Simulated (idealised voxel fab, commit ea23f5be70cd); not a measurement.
The name of this process module is voxel self aligned vias.
Section shown: cut. Width: 285 nm. Cell size: 5 nm, square.
Square cells in a grid make up a cross-section in this document, and the grid is given as bands, listed from the top down, each one or more rows of cells. Each band's line starts with the height of the band's top and of its bottom, in nm. Then come its materials from left to right, each with its width in nm. One material with "everywhere" fills the band from edge to edge. "blank" is empty space. Measure heights from 0. That's the level where, below it, the as-received wafer is all one material. The lowest band is bottomless and extends downward; write it as in "z 0 and below". The two numbers in a width such as "30->40" mark its ends across the band: the first belongs to the top row of cells, the second to the bottom row, and from each row to the next the width moves by the same amount. What does "same as before" mean for a step? It means no cell of the cross-section changed in that step. Listed in "Sealed-off cavities": every empty space of 8 or more cells without an open way to the top. Form: width x height at distance, the distance being from the left edge, all in nm. Read whatever lies past the settings on a step's line as the simulator's own remark about the step. Among the settings permitted on a step's line is "overlay nm"; applied to a step with a mask, it specifies the extent to which the mask lay to the right of its planned position, whereas a negative figure signifies a position to the left.

Below is the list of planned process steps
1,op RECEIVE | material Si
2,op CONFORMAL_DEP | material SiO2 | thk nm 10
3,op CONFORMAL_DEP | material SiCN | thk nm 5
4,op DIRECTIONAL_DEP | material lowk | thk nm 25
5,op PATTERN | tone open | mask id LINES | material resist | width nm 25 | pitch nm 70 | thk nm 15 | overlay nm 0
6,op DIRECTIONAL_ETCH | etch materials lowk | depth nm 25
7,op STRIP | etch materials resist
8,op CONFORMAL_DEP | material TiN | thk nm 5
9,op FILL_DEP | material Ru | thk nm 10
10,op CMP | height nm 40
11,op SELECTIVE_ETCH | etch materials W Ru TiN | depth nm 5
12,op FILL_DEP | material SiN | thk nm 10
13,op CMP | height nm 40
14,op DIRECTIONAL_DEP | material lowk | thk nm 20
15,op DIRECTIONAL_DEP | material aC | thk nm 15
16,op PATTERN | tone open | mask id VIAS | material resist | width nm 45 | pitch nm 70 | thk nm 30 | overlay nm 0
17,op DIRECTIONAL_ETCH | etch materials aC | depth nm 15
18,op STRIP | etch materials resist
19,op DIRECTIONAL_ETCH | etch materials lowk | depth nm 20
20,op DIRECTIONAL_ETCH | etch materials SiN | depth nm 5
21,op STRIP | etch materials aC
22,op CONFORMAL_DEP | material TiN | thk nm 5
23,op FILL_DEP | material Cu | thk nm 10
24,op CMP | height nm 60
25,op CONFORMAL_DEP | material SiCN | thk nm 5
Wafers differ in thk nm at step 25; plan lists the first wafer's value; identical starting state.

Step 1 complete: as-received cross-section of the first of several wafers
	z 0 and below  Si everywhere
	Sealed-off cavities: none

Heads up, this table goes wafer by wafer. A row tells you, at the end of the module, how many cells of each material that wafer has put on (+) or dropped (-) since it was received, and then its closed voids
thk nm 5 | +48 Cu | +18 Ru | +114 SiCN | +114 SiO2 | +56 TiN | +391 lowk | Sealed-off cavities: none
thk nm 10 | +48 Cu | +18 Ru | +171 SiCN | +114 SiO2 | +56 TiN | +391 lowk | Sealed-off cavities: none
thk nm 15 | +48 Cu | +18 Ru | +228 SiCN | +114 SiO2 | +56 TiN | +391 lowk | Sealed-off cavities: none
thk nm 20 | +48 Cu | +18 Ru | +285 SiCN | +114 SiO2 | +56 TiN | +391 lowk | Sealed-off cavities: none
